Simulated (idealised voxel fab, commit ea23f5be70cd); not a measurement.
process module | voxel capacitor over wiring
cross-section cut | 275 nm wide | cells 5 nm
A cross-section is a grid of square cells, given in bands from the top down. A band is one or more rows of cells.
Each band's line starts with the height of the band's top and of its bottom, in nm. Then come its materials from left to right, each with its width in nm. One material with "throughout" fills the band from edge to edge. "air" is empty space.
Height 0 is the level under which the wafer as received is all one material. The lowest band goes on downwards, as in "0 down".
A width such as "30 to 40" changes by the same amount from each row of cells to the next, from the band's top row to its bottom row.
"no change" after a step means that no cell of the cross-section changed.
closed voids: empty space of 8 cells or more with no open way to the top, each as width x height at its distance from the left edge, in nm
after a step's settings: what the simulator itself notes on the step
overlay nm, on a step with a mask: how far to the right of its planned place the mask lay; to the left if negative
plan
1 op RECEIVE | material Si
2 op CONFORMAL_DEP | material SiO2 | thk nm 15
3 op CONFORMAL_DEP | material SiN | thk nm 5
4 op DIRECTIONAL_DEP | material SiO2 | thk nm 20
5 op MASKED_ETCH | tone open | mask id METAL_1 | width nm 20 | pitch nm 70 | etch materials SiO2 | depth nm 20 | overlay nm 0
6 op MASKED_ETCH | tone open | mask id METAL_1 | width nm 20 | pitch nm 70 | etch materials SiN | depth nm 5 | overlay nm 0
7 op CONFORMAL_DEP | material TiN | thk nm 5
8 op FILL_DEP | material W | thk nm 5
9 op CMP | height nm 40
10 op CONFORMAL_DEP | material SiCN | thk nm 5
11 op DIRECTIONAL_DEP | material lowk | thk nm 10
12 op PATTERN | tone open | mask id PLUG_1 | material resist | width nm 15 | thk nm 15 | overlay nm 0
13 op DIRECTIONAL_ETCH | etch materials lowk | depth nm 10
14 op DIRECTIONAL_ETCH | etch materials SiCN | depth nm 5
15 op STRIP | etch materials resist
16 op CONFORMAL_DEP | material TiN | thk nm 5
17 op FILL_DEP | material Cu | thk nm 10
18 op CMP | height nm 55
19 op DIRECTIONAL_DEP | material TiN | thk nm 10
20 op DIRECTIONAL_DEP | material SiN | thk nm 5
21 op DIRECTIONAL_DEP | material TiN | thk nm 10
22 op MASKED_ETCH | tone cover | mask id UPPER_PLATE | width nm 55 | etch materials TiN | depth nm 10 | overlay nm 0
23 op MASKED_ETCH | tone cover | mask id UPPER_PLATE | width nm 55 | etch materials SiN | depth nm 5 | overlay nm 0
24 op MASKED_ETCH | tone cover | mask id LOWER_PLATE | width nm 65 | etch materials TiN | depth nm 10 | overlay nm 0
25 op FILL_DEP | material SiO2 | thk nm 15
26 op CMP | height nm 90
27 op MASKED_ETCH | tone open | mask id PLUG_2 | width nm 15 | etch materials SiO2 | depth nm 10 | overlay nm 0
28 op CONFORMAL_DEP | material TiN | thk nm 5
29 op FILL_DEP | material W | thk nm 10
30 op CMP | height nm 90
31 op CONFORMAL_DEP | material SiN | thk nm 5
as received, after step 1
  0 down: Si throughout
  closed voids: none
first wafer at the end, as planned
  95 to 90: SiN throughout
  90 to 85: SiO2 105 | TiN 5 | W 5 | TiN 5 | SiO2 155
  85 to 80: SiO2 105 | TiN 15 | SiO2 155
  80 to 70: SiO2 95 | TiN 55 | SiO2 125
  70 to 65: SiO2 95 | SiN 55 | SiO2 125
  65 to 55: SiO2 90 | TiN 65 | SiO2 120
  55 to 45: lowk 95 | TiN 5 | Cu 5 | TiN 5 | lowk 165
  45 to 40: SiCN 95 | TiN 15 | SiCN 165
  40 to 20: SiO2 90 | TiN 5 | W 10 | TiN 5 | SiO2 50 | TiN 5 | W 10 | TiN 5 | SiO2 95
  20 to 15: SiN 90 | TiN 20 | SiN 50 | TiN 20 | SiN 95
  15 to 0: SiO2 throughout
  0 down: Si throughout
  closed voids: none
second wafer at the end: like start, like plan, one mistake
  95 to 90: SiN throughout
  90 to 85: SiO2 105 | TiN 5 | W 5 | TiN 5 | SiO2 155
  85 to 80: SiO2 105 | TiN 15 | SiO2 155
  80 to 70: SiO2 95 | TiN 55 | SiO2 125
  70 to 65: SiO2 95 | SiN 55 | SiO2 125
  65 to 55: SiO2 90 | TiN 65 | SiO2 120
  55 to 45: lowk 90 | TiN 5 | Cu 5 | TiN 5 | lowk 170
  45 to 40: SiCN 90 | TiN 15 | SiCN 170
  40 to 20: SiO2 90 | TiN 5 | W 10 | TiN 5 | SiO2 50 | TiN 5 | W 10 | TiN 5 | SiO2 95
  20 to 15: SiN 90 | TiN 20 | SiN 50 | TiN 20 | SiN 95
  15 to 0: SiO2 throughout
  0 down: Si throughout
  closed voids: none
what went wrong: step 12 ran as: op PATTERN | tone open | mask id PLUG_1 | material resist | width nm 15 | thk nm 15 | overlay nm -5
at the end the second wafer has, in cells: as many of each material as the first, in other places
